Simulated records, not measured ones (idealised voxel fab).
The document below concerns the process module designated voxel tone inversion.
It is cross-section cut that appears here, measuring 215 nm in width, its square cells being 5 nm in size.
Cross-section format: a grid of square cells, given as bands from top to bottom; each band is one or more rows of cells. Per band: top height and bottom height in nm, followed by the left-to-right materials and their widths in nm; "edge to edge" marks a single material spanning edge to edge, "air" marks empty space. Where do heights start? At 0: under that level the wafer as delivered is made of one material only. And the lowest band has no floor; it just carries on downward, as in "0..down". So if you see something like "30 to 40" for the width, read it as the top row of the band sitting at the first number and the bottom row at the second, with every row in between moving by the same amount as the last. "no change occurred" after a step means that no cell of the cross-section changed. In "Voids, enclosed" the enclosed voids are listed, meaning empty spaces of 8 cells or larger without any opening to the top. The form is width x height at distance, distance from the left edge, units nm. Read whatever lies past the settings on a step's line as the simulator's own remark about the step. If you see "overlay nm" on a step's line and that step has a mask, it's telling you how far right of where it was planned the mask ended up; a negative number means it went left instead.

## Intended process steps
1. RECEIVE with material Si
2. CONFORMAL_DEP with material SiN, thk nm 10
3. DIRECTIONAL_DEP with material polySi, thk nm 25
4. PATTERN with tone cover, mask id POSTS, material resist, width nm 15, pitch nm 50, thk nm 35, overlay nm 0
5. DIRECTIONAL_ETCH with etch materials polySi, depth nm 25
6. STRIP with etch materials resist
7. FILL_DEP with material lowk, thk nm 5
8. CMP with height nm 35
9. STRIP with etch materials polySi
10. CONFORMAL_DEP with material TiN, thk nm 5
11. FILL_DEP with material Ru, thk nm 10
12. CMP with height nm 35
13. CONFORMAL_DEP with material SiCN, thk nm 5
The value of width nm given for step 4 in the plan refers to the first wafer; the wafers vary in this setting and are alike at the start.

## Incoming state of the first of several wafers in cross-section: after step 1
* 0..down = Si edge to edge
* Voids, enclosed: none

## Wafer rows, end of module: cells per material gained (+) or lost (-) since receipt; closed voids last
width nm 15, +12 Ru, +43 SiCN, +86 SiN, +33 TiN, +170 lowk, Voids, enclosed: none
width nm 20, +24 Ru, +43 SiCN, +86 SiN, +36 TiN, +155 lowk, Voids, enclosed: none
width nm 25, +36 Ru, +43 SiCN, +86 SiN, +39 TiN, +140 lowk, Voids, enclosed: none
width nm 30, +48 Ru, +43 SiCN, +86 SiN, +42 TiN, +125 lowk, Voids, enclosed: none
width nm 35, +60 Ru, +43 SiCN, +86 SiN, +45 TiN, +110 lowk, Voids, enclosed: none
